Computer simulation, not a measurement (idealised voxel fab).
Process module, titled voxel trench capacitor
Pictured: cross-section cut, 205 nm wide, on a grid of 5 nm square cells.
Format of a cross-section: grid, square cells. Given as bands. Order: top down. Band: one or more rows of cells. Heads up on the band format: heights come first, top then bottom, in nm. After that it's the materials left to right, each with its width in nm. A single material flagged "everywhere" fills the whole band edge to edge, and "blank" means there's empty space there. All heights in this document are referenced to 0, defined as the level beneath which the wafer, as received, consists entirely of one material. The lowest band is not bounded below; it extends indefinitely downward and is written in the form "0..down". The expression "30->40" gives the width at the extremes of the band, the first number at its top row of cells and the second at its bottom row, with the width changing by equal amounts from each row to the next in between. A step reported as "no modifications" is a step in which no cell of the cross-section changed. Entry "Enclosed void entries". Content: empty spaces with no open connection to the top, size 8 cells or greater. Each: width x height at distance. Distance: from left edge. Unit: nm. It should be noted that, on the line of a given step, the content following the step's settings is a remark produced by the simulator itself with respect to that step. overlay nm: how far to the right of its planned place the mask lay on this masked step (negative: to the left).

Steps planned for the process
1,RECEIVE (material Si)
2,CONFORMAL_DEP (material SiN; thk nm 10)
3,DIRECTIONAL_DEP (material aC; thk nm 15)
4,PATTERN (tone open; mask id TRENCH; material resist; width nm 25; pitch nm 45; thk nm 35; overlay nm 0)
5,DIRECTIONAL_ETCH (etch materials aC; depth nm 15)
6,STRIP (etch materials resist)
7,DIRECTIONAL_ETCH (etch materials SiN; depth nm 10)
8,DIRECTIONAL_ETCH (etch materials Si; depth nm 40)
9,STRIP (etch materials aC)
10,CONFORMAL_DEP (material HfO2; thk nm 5)
11,CONFORMAL_DEP (material TiN; thk nm 5)
12,FILL_DEP (material W; thk nm 5)
13,CMP (height nm 10)

As received (post step 1): cross-section
	0..down: Si everywhere
	Enclosed void entries: none

Wafer at module end, in section. Began as above, planned as above, run with one mistake
	10..0: SiN (65); HfO2 (5); TiN (5); W (5); TiN (5); HfO2 (5); SiN (20); HfO2 (5); TiN (5); W (5); TiN (5); HfO2 (5); SiN (70)
	0..-35: Si (65); HfO2 (5); TiN (5); W (5); TiN (5); HfO2 (5); Si (20); HfO2 (5); TiN (5); W (5); TiN (5); HfO2 (5); Si (70)
	-35..-40: Si (65); HfO2 (5); TiN (15); HfO2 (5); Si (20); HfO2 (5); TiN (15); HfO2 (5); Si (70)
	-40..-45: Si (65); HfO2 (25); Si (20); HfO2 (25); Si (70)
	-45..down: Si everywhere
	Enclosed void entries: none
Run error: in deviation from the planned setting, step 8 was conducted as DIRECTIONAL_ETCH (etch materials Si; depth nm 45)
